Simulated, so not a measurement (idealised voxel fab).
process module | voxel ribs on slabs
cross-section cut | 265 nm wide | cells 5 nm
A cross-section is a grid of square cells, given in bands from the top down. A band is one or more rows of cells.
Each band's line starts with the height of the band's top and of its bottom, in nm. Then come its materials from left to right, each with its width in nm. One material with "throughout" fills the band from edge to edge. "air" is empty space.
Height 0 is the level under which the wafer as received is all one material. The lowest band goes on downwards, as in "0 down".
A width such as "30 to 40" changes by the same amount from each row of cells to the next, from the band's top row to its bottom row.
"no change" after a step means that no cell of the cross-section changed.
closed voids: empty space of 8 cells or more with no open way to the top, each as width x height at its distance from the left edge, in nm
after a step's settings: what the simulator itself notes on the step
overlay nm, on a step with a mask: how far to the right of its planned place the mask lay; to the left if negative
plan
1 op RECEIVE | material Si
2 op DIRECTIONAL_DEP | material SiO2 | thk nm 30
3 op DIRECTIONAL_DEP | material SiN | thk nm 15
4 op PATTERN | tone cover | mask id RIB | material resist | width nm 20 | thk nm 20 | overlay nm 0
5 op DIRECTIONAL_ETCH | etch materials SiN | depth nm 10
6 op STRIP | etch materials resist
7 op PATTERN | tone cover | mask id SLAB | material resist | width nm 80 | thk nm 20 | overlay nm 0
8 op DIRECTIONAL_ETCH | etch materials SiN | depth nm 5
9 op STRIP | etch materials resist
10 op FILL_DEP | material SiO2 | thk nm 20
11 op CMP | height nm 55
12 op DIRECTIONAL_DEP | material W | thk nm 5
13 op DIRECTIONAL_DEP | material aC | thk nm 15
14 op PATTERN | tone cover | mask id HEATER | material resist | width nm 30 | thk nm 30 | overlay nm 0
15 op DIRECTIONAL_ETCH | etch materials aC | depth nm 15
16 op STRIP | etch materials resist
17 op DIRECTIONAL_ETCH | etch materials W | depth nm 5
18 op STRIP | etch materials aC
19 op CONFORMAL_DEP | material SiO2 | thk nm 10
first wafer, as planned
as received, after step 1
  0 down: Si throughout
  closed voids: none
after step 2
  30 to 0: SiO2 throughout
  below 0: unchanged
after step 3
  45 to 30: SiN throughout
  below 30: unchanged
after step 4
  65 to 45: air 120 | resist 20 | air 125
  below 45: unchanged
after step 5
  65 to 45: air 120 | resist 20 | air 125
  45 to 35: air 120 | SiN 20 | air 125
  below 35: unchanged
after step 6
  45 to 35: air 120 | SiN 20 | air 125
  below 35: unchanged
after step 7
  65 to 45: air 90 | resist 80 | air 95
  45 to 35: air 90 | resist 30 | SiN 20 | resist 30 | air 95
  below 35: unchanged
after step 8
  65 to 45: air 90 | resist 80 | air 95
  45 to 35: air 90 | resist 30 | SiN 20 | resist 30 | air 95
  35 to 30: air 90 | SiN 80 | air 95
  below 30: unchanged
after step 9
  45 to 35: air 120 | SiN 20 | air 125
  below 35: unchanged
after step 10
  65 to 45: SiO2 throughout
  45 to 35: SiO2 120 | SiN 20 | SiO2 125
  35 to 30: SiO2 90 | SiN 80 | SiO2 95
  below 30: unchanged
after step 11
  55 to 45: SiO2 throughout
  below 45: unchanged
after step 12
  60 to 55: W throughout
  below 55: unchanged
after step 13
  75 to 60: aC throughout
  below 60: unchanged
after step 14
  105 to 75: air 115 | resist 30 | air 120
  below 75: unchanged
after step 15
  90 to 75: air 115 | resist 30 | air 120
  75 to 60: air 115 | aC 30 | air 120
  below 60: unchanged
after step 16
  75 to 60: air 115 | aC 30 | air 120
  below 60: unchanged
after step 17
  75 to 60: air 115 | aC 30 | air 120
  60 to 55: air 115 | W 30 | air 120
  below 55: unchanged
after step 18
  60 to 55: air 115 | W 30 | air 120
  below 55: unchanged
after step 19
  70 to 65: air 105 | SiO2 50 | air 110
  65 to 60: SiO2 throughout
  60 to 55: SiO2 115 | W 30 | SiO2 120
  below 55: unchanged
second wafer: like start, like plan, one mistake. Through step 2 it matches the first wafer
when step 3 should have ended
  50 to 30: air 120 | resist 20 | air 125
  below 30: unchanged
when step 4 should have ended
  65 to 50: air 120 | SiN 20 | air 125
  50 to 45: air 120 | resist 20 | air 125
  45 to 30: SiN 120 | resist 20 | SiN 125
  below 30: unchanged
when step 5 should have ended
  55 to 50: air 120 | SiN 20 | air 125
  50 to 35: air 120 | resist 20 | air 125
  below 35: unchanged
when step 6 should have ended
  35 to 30: SiN 120 | air 20 | SiN 125
  below 30: unchanged
when step 7 should have ended
  55 to 35: air 90 | resist 80 | air 95
  35 to 30: SiN 120 | resist 20 | SiN 125
  below 30: unchanged
when step 8 should have ended
  55 to 35: air 90 | resist 80 | air 95
  35 to 30: air 90 | SiN 30 | resist 20 | SiN 30 | air 95
  below 30: unchanged
when step 9 should have ended
  35 to 30: air 90 | SiN 30 | air 20 | SiN 30 | air 95
  below 30: unchanged
when step 10 should have ended
  55 to 35: SiO2 throughout
  35 to 30: SiO2 90 | SiN 30 | SiO2 20 | SiN 30 | SiO2 95
  below 30: unchanged
when step 11 should have ended: no change
when step 12 should have ended
  60 to 55: W throughout
  below 55: unchanged
when step 13 should have ended
  75 to 60: aC throughout
  below 60: unchanged
when step 14 should have ended
  105 to 75: air 115 | resist 30 | air 120
  below 75: unchanged
when step 15 should have ended
  90 to 75: air 115 | resist 30 | air 120
  75 to 60: air 115 | aC 30 | air 120
  below 60: unchanged
when step 16 should have ended
  75 to 60: air 115 | aC 30 | air 120
  below 60: unchanged
when step 17 should have ended
  75 to 60: air 115 | aC 30 | air 120
  60 to 55: air 115 | W 30 | air 120
  below 55: unchanged
when step 18 should have ended
  60 to 55: air 115 | W 30 | air 120
  below 55: unchanged
when step 19 should have ended
  70 to 65: air 105 | SiO2 50 | air 110
  65 to 60: SiO2 throughout
  60 to 55: SiO2 115 | W 30 | SiO2 120
  below 55: unchanged
what went wrong: steps 3 and 4 were swapped
at the end the second wafer has, in cells: 12 fewer of SiN | 12 more of SiO2
